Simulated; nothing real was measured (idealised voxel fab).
Proc. module: voxel gate over fins
For reference, the cross-section in this document is cut, with width 195 nm and square cells of 5 nm.
Bands, listed from the top down, are how a cross-section gets written in this document; the cross-section itself is a grid of square cells, and a band is one or more rows of them.
Basically the band line says how high the top is and how high the bottom is, in nm, and then what's in it from left to right, every material with its width in nm. Empty space shows up as "empty", and if a single material carries "all across" it runs the full band edge to edge.
Heights from 0 (as-received wafer is one material below). Bottom band endless downward, as "0..down".
Note: "30 to 40" means the width goes from the first number (top row of the band) to the second number (bottom row) in equal steps per row of cells.
What does "nothing altered" mean for a step? It means no cell of the cross-section changed in that step.
You'll see "Closed void entries" listing empty spaces that have no way open to the top, as long as they're 8 cells or more; the notation is width x height at distance, where the distance is from the left edge, and all of it is in nm.
On each step's line, the part that comes after the settings is the simulator's own comment on the step.
overlay nm: mask offset rightward from planned place, masked step; negative means leftward offset.
SET OUT BELOW ARE THE PLANNED STEPS OF THE PROCESS
1,RECEIVE, material Si
2,CONFORMAL_DEP, material SiN, thk nm 5
3,PATTERN, tone cover, mask id FINS, material resist, width nm 15, pitch nm 40, thk nm 20, overlay nm 0
4,DIRECTIONAL_ETCH, etch materials SiN, depth nm 5
5,DIRECTIONAL_ETCH, etch materials Si, depth nm 35
6,STRIP, etch materials resist
7,OXIDIZE, depth nm 5
8,FILL_DEP, material SiO2, thk nm 15
9,CMP, height nm 5
10,SELECTIVE_ETCH, etch materials SiO2, depth nm 20
11,STRIP, etch materials SiN
12,CONFORMAL_DEP, material HfO2, thk nm 5
13,CONFORMAL_DEP, material TiN, thk nm 5
14,FILL_DEP, material W, thk nm 15
15,CMP, height nm 20
16,CONFORMAL_DEP, material SiCN, thk nm 10
FIRST OUT OF TWO WAFERS; RUN WENT TO PLAN
SO THIS IS THE INCOMING WAFER IN CROSS-SECTION - IT'S ALREADY BEEN THROUGH STEP 1
> 0..down = Si all across
> Closed void entries: none
SO THIS IS THE WAFER CROSS-SECTION RIGHT AFTER STEP 2
> 5..0 = SiN all across
> Anything lower than 0 is untouched.
SO THIS IS THE WAFER CROSS-SECTION RIGHT AFTER STEP 3
> 25..5 = 70 nm empty / 15 nm resist / 25 nm empty / 15 nm resist / 70 nm empty
> Anything lower than 5 is untouched.
SO THIS IS THE WAFER CROSS-SECTION RIGHT AFTER STEP 4
> 25..5 = 70 nm empty / 15 nm resist / 25 nm empty / 15 nm resist / 70 nm empty
> 5..0 = 70 nm empty / 15 nm SiN / 25 nm empty / 15 nm SiN / 70 nm empty
> Anything lower than 0 is untouched.
SO THIS IS THE WAFER CROSS-SECTION RIGHT AFTER STEP 5
> 25..5 = 70 nm empty / 15 nm resist / 25 nm empty / 15 nm resist / 70 nm empty
> 5..0 = 70 nm empty / 15 nm SiN / 25 nm empty / 15 nm SiN / 70 nm empty
> 0..-35 = 70 nm empty / 15 nm Si / 25 nm empty / 15 nm Si / 70 nm empty
> Anything lower than -35 is untouched.
SO THIS IS THE WAFER CROSS-SECTION RIGHT AFTER STEP 6
> 5..0 = 70 nm empty / 15 nm SiN / 25 nm empty / 15 nm SiN / 70 nm empty
> Anything lower than 0 is untouched.
SO THIS IS THE WAFER CROSS-SECTION RIGHT AFTER STEP 7
> 5..0 = 70 nm empty / 15 nm SiN / 25 nm empty / 15 nm SiN / 70 nm empty
> 0..-35 = 70 nm empty / 5 nm SiO2 / 5 nm Si / 5 nm SiO2 / 25 nm empty / 5 nm SiO2 / 5 nm Si / 5 nm SiO2 / 70 nm empty
> -35..-40 = 75 nm SiO2 / 5 nm Si / 35 nm SiO2 / 5 nm Si / 75 nm SiO2
> Anything lower than -40 is untouched.
SO THIS IS THE WAFER CROSS-SECTION RIGHT AFTER STEP 8
> 20..5 = SiO2 all across
> 5..0 = 70 nm SiO2 / 15 nm SiN / 25 nm SiO2 / 15 nm SiN / 70 nm SiO2
> 0..-40 = 75 nm SiO2 / 5 nm Si / 35 nm SiO2 / 5 nm Si / 75 nm SiO2
> Anything lower than -40 is untouched.
SO THIS IS THE WAFER CROSS-SECTION RIGHT AFTER STEP 9
> 5..0 = 70 nm SiO2 / 15 nm SiN / 25 nm SiO2 / 15 nm SiN / 70 nm SiO2
> Anything lower than 0 is untouched.
SO THIS IS THE WAFER CROSS-SECTION RIGHT AFTER STEP 10
> 5..0 = 70 nm empty / 15 nm SiN / 25 nm empty / 15 nm SiN / 70 nm empty
> 0..-15 = 75 nm empty / 5 nm Si / 35 nm empty / 5 nm Si / 75 nm empty
> Anything lower than -15 is untouched.
SO THIS IS THE WAFER CROSS-SECTION RIGHT AFTER STEP 11
> 0..-15 = 75 nm empty / 5 nm Si / 35 nm empty / 5 nm Si / 75 nm empty
> Anything lower than -15 is untouched.
SO THIS IS THE WAFER CROSS-SECTION RIGHT AFTER STEP 12
> 5..0 = 70 nm empty / 15 nm HfO2 / 25 nm empty / 15 nm HfO2 / 70 nm empty
> 0..-10 = 70 nm empty / 5 nm HfO2 / 5 nm Si / 5 nm HfO2 / 25 nm empty / 5 nm HfO2 / 5 nm Si / 5 nm HfO2 / 70 nm empty
> -10..-15 = 75 nm HfO2 / 5 nm Si / 35 nm HfO2 / 5 nm Si / 75 nm HfO2
> Anything lower than -15 is untouched.
SO THIS IS THE WAFER CROSS-SECTION RIGHT AFTER STEP 13
> 10..5 = 65 nm empty / 25 nm TiN / 15 nm empty / 25 nm TiN / 65 nm empty
> 5..0 = 65 nm empty / 5 nm TiN / 15 nm HfO2 / 5 nm TiN / 15 nm empty / 5 nm TiN / 15 nm HfO2 / 5 nm TiN / 65 nm empty
> 0..-5 = 65 nm empty / 5 nm TiN / 5 nm HfO2 / 5 nm Si / 5 nm HfO2 / 5 nm TiN / 15 nm empty / 5 nm TiN / 5 nm HfO2 / 5 nm Si / 5 nm HfO2 / 5 nm TiN / 65 nm empty
> -5..-10 = 70 nm TiN / 5 nm HfO2 / 5 nm Si / 5 nm HfO2 / 25 nm TiN / 5 nm HfO2 / 5 nm Si / 5 nm HfO2 / 70 nm TiN
> Anything lower than -10 is untouched.
SO THIS IS THE WAFER CROSS-SECTION RIGHT AFTER STEP 14
> 25..10 = W all across
> 10..5 = 65 nm W / 25 nm TiN / 15 nm W / 25 nm TiN / 65 nm W
> 5..0 = 65 nm W / 5 nm TiN / 15 nm HfO2 / 5 nm TiN / 15 nm W / 5 nm TiN / 15 nm HfO2 / 5 nm TiN / 65 nm W
> 0..-5 = 65 nm W / 5 nm TiN / 5 nm HfO2 / 5 nm Si / 5 nm HfO2 / 5 nm TiN / 15 nm W / 5 nm TiN / 5 nm HfO2 / 5 nm Si / 5 nm HfO2 / 5 nm TiN / 65 nm W
> Anything lower than -5 is untouched.
SO THIS IS THE WAFER CROSS-SECTION RIGHT AFTER STEP 15
> 20..10 = W all across
> Anything lower than 10 is untouched.
SO THIS IS THE WAFER CROSS-SECTION RIGHT AFTER STEP 16
> 30..20 = SiCN all across
> Anything lower than 20 is untouched.
OKAY, SECOND WAFER. NOTHING DIFFERENT AT THE START, NOTHING DIFFERENT IN THE PLAN, JUST ONE MISTAKE SOMEWHERE IN THE RUNNING. AS FAR AS STEP 2, COUNTING THAT STEP, IT'S THE FIRST WAFER ALL OVER AGAIN
CROSS-SECTION: SECOND WAFER, TIME AT WHICH STEP 3 WAS SCHEDULED TO END
> 25..5 = 70 nm resist / 15 nm empty / 25 nm resist / 15 nm empty / 70 nm resist
> Anything lower than 5 is untouched.
CROSS-SECTION: SECOND WAFER, TIME AT WHICH STEP 4 WAS SCHEDULED TO END
> 25..5 = 70 nm resist / 15 nm empty / 25 nm resist / 15 nm empty / 70 nm resist
> 5..0 = 70 nm SiN / 15 nm empty / 25 nm SiN / 15 nm empty / 70 nm SiN
> Anything lower than 0 is untouched.
CROSS-SECTION: SECOND WAFER, TIME AT WHICH STEP 5 WAS SCHEDULED TO END
> 25..5 = 70 nm resist / 15 nm empty / 25 nm resist / 15 nm empty / 70 nm resist
> 5..0 = 70 nm SiN / 15 nm empty / 25 nm SiN / 15 nm empty / 70 nm SiN
> 0..-35 = 70 nm Si / 15 nm empty / 25 nm Si / 15 nm empty / 70 nm Si
> Anything lower than -35 is untouched.
CROSS-SECTION: SECOND WAFER, TIME AT WHICH STEP 6 WAS SCHEDULED TO END
> 5..0 = 70 nm SiN / 15 nm empty / 25 nm SiN / 15 nm empty / 70 nm SiN
> Anything lower than 0 is untouched.
CROSS-SECTION: SECOND WAFER, TIME AT WHICH STEP 7 WAS SCHEDULED TO END
> 5..0 = 70 nm SiN / 15 nm empty / 25 nm SiN / 15 nm empty / 70 nm SiN
> 0..-35 = 65 nm Si / 5 nm SiO2 / 15 nm empty / 5 nm SiO2 / 15 nm Si / 5 nm SiO2 / 15 nm empty / 5 nm SiO2 / 65 nm Si
> -35..-40 = 65 nm Si / 25 nm SiO2 / 15 nm Si / 25 nm SiO2 / 65 nm Si
> Anything lower than -40 is untouched.
CROSS-SECTION: SECOND WAFER, TIME AT WHICH STEP 8 WAS SCHEDULED TO END
> 20..5 = SiO2 all across
> 5..0 = 70 nm SiN / 15 nm SiO2 / 25 nm SiN / 15 nm SiO2 / 70 nm SiN
> 0..-40 = 65 nm Si / 25 nm SiO2 / 15 nm Si / 25 nm SiO2 / 65 nm Si
> Anything lower than -40 is untouched.
CROSS-SECTION: SECOND WAFER, TIME AT WHICH STEP 9 WAS SCHEDULED TO END
> 5..0 = 70 nm SiN / 15 nm SiO2 / 25 nm SiN / 15 nm SiO2 / 70 nm SiN
> Anything lower than 0 is untouched.
CROSS-SECTION: SECOND WAFER, TIME AT WHICH STEP 10 WAS SCHEDULED TO END
> 5..0 = 70 nm SiN / 15 nm empty / 25 nm SiN / 15 nm empty / 70 nm SiN
> 0..-15 = 65 nm Si / 25 nm empty / 15 nm Si / 25 nm empty / 65 nm Si
> Anything lower than -15 is untouched.
CROSS-SECTION: SECOND WAFER, TIME AT WHICH STEP 11 WAS SCHEDULED TO END
> 0..-15 = 65 nm Si / 25 nm empty / 15 nm Si / 25 nm empty / 65 nm Si
> Anything lower than -15 is untouched.
CROSS-SECTION: SECOND WAFER, TIME AT WHICH STEP 12 WAS SCHEDULED TO END
> 5..0 = 70 nm HfO2 / 15 nm empty / 25 nm HfO2 / 15 nm empty / 70 nm HfO2
> 0..-10 = 65 nm Si / 5 nm HfO2 / 15 nm empty / 5 nm HfO2 / 15 nm Si / 5 nm HfO2 / 15 nm empty / 5 nm HfO2 / 65 nm Si
> -10..-15 = 65 nm Si / 25 nm HfO2 / 15 nm Si / 25 nm HfO2 / 65 nm Si
> Anything lower than -15 is untouched.
CROSS-SECTION: SECOND WAFER, TIME AT WHICH STEP 13 WAS SCHEDULED TO END
> 10..5 = 75 nm TiN / 5 nm empty / 35 nm TiN / 5 nm empty / 75 nm TiN
> 5..0 = 70 nm HfO2 / 5 nm TiN / 5 nm empty / 5 nm TiN / 25 nm HfO2 / 5 nm TiN / 5 nm empty / 5 nm TiN / 70 nm HfO2
> 0..-5 = 65 nm Si / 5 nm HfO2 / 5 nm TiN / 5 nm empty / 5 nm TiN / 5 nm HfO2 / 15 nm Si / 5 nm HfO2 / 5 nm TiN / 5 nm empty / 5 nm TiN / 5 nm HfO2 / 65 nm Si
> -5..-10 = 65 nm Si / 5 nm HfO2 / 15 nm TiN / 5 nm HfO2 / 15 nm Si / 5 nm HfO2 / 15 nm TiN / 5 nm HfO2 / 65 nm Si
> Anything lower than -10 is untouched.
CROSS-SECTION: SECOND WAFER, TIME AT WHICH STEP 14 WAS SCHEDULED TO END
> 25..10 = W all across
> 10..5 = 75 nm TiN / 5 nm W / 35 nm TiN / 5 nm W / 75 nm TiN
> 5..0 = 70 nm HfO2 / 5 nm TiN / 5 nm W / 5 nm TiN / 25 nm HfO2 / 5 nm TiN / 5 nm W / 5 nm TiN / 70 nm HfO2
> 0..-5 = 65 nm Si / 5 nm HfO2 / 5 nm TiN / 5 nm W / 5 nm TiN / 5 nm HfO2 / 15 nm Si / 5 nm HfO2 / 5 nm TiN / 5 nm W / 5 nm TiN / 5 nm HfO2 / 65 nm Si
> Anything lower than -5 is untouched.
CROSS-SECTION: SECOND WAFER, TIME AT WHICH STEP 15 WAS SCHEDULED TO END
> 20..10 = W all across
> Anything lower than 10 is untouched.
CROSS-SECTION: SECOND WAFER, TIME AT WHICH STEP 16 WAS SCHEDULED TO END
> 30..20 = SiCN all across
> Anything lower than 20 is untouched.
Here's what went sideways: step 3 did not use the planned setting and instead ran as PATTERN, tone open, mask id FINS, material resist, width nm 15, pitch nm 40, thk nm 20, overlay nm 0
Wrapping up, a cell-based count of both wafers puts the second over or under the first for these materials: Si +216, SiO2 -135, W -81
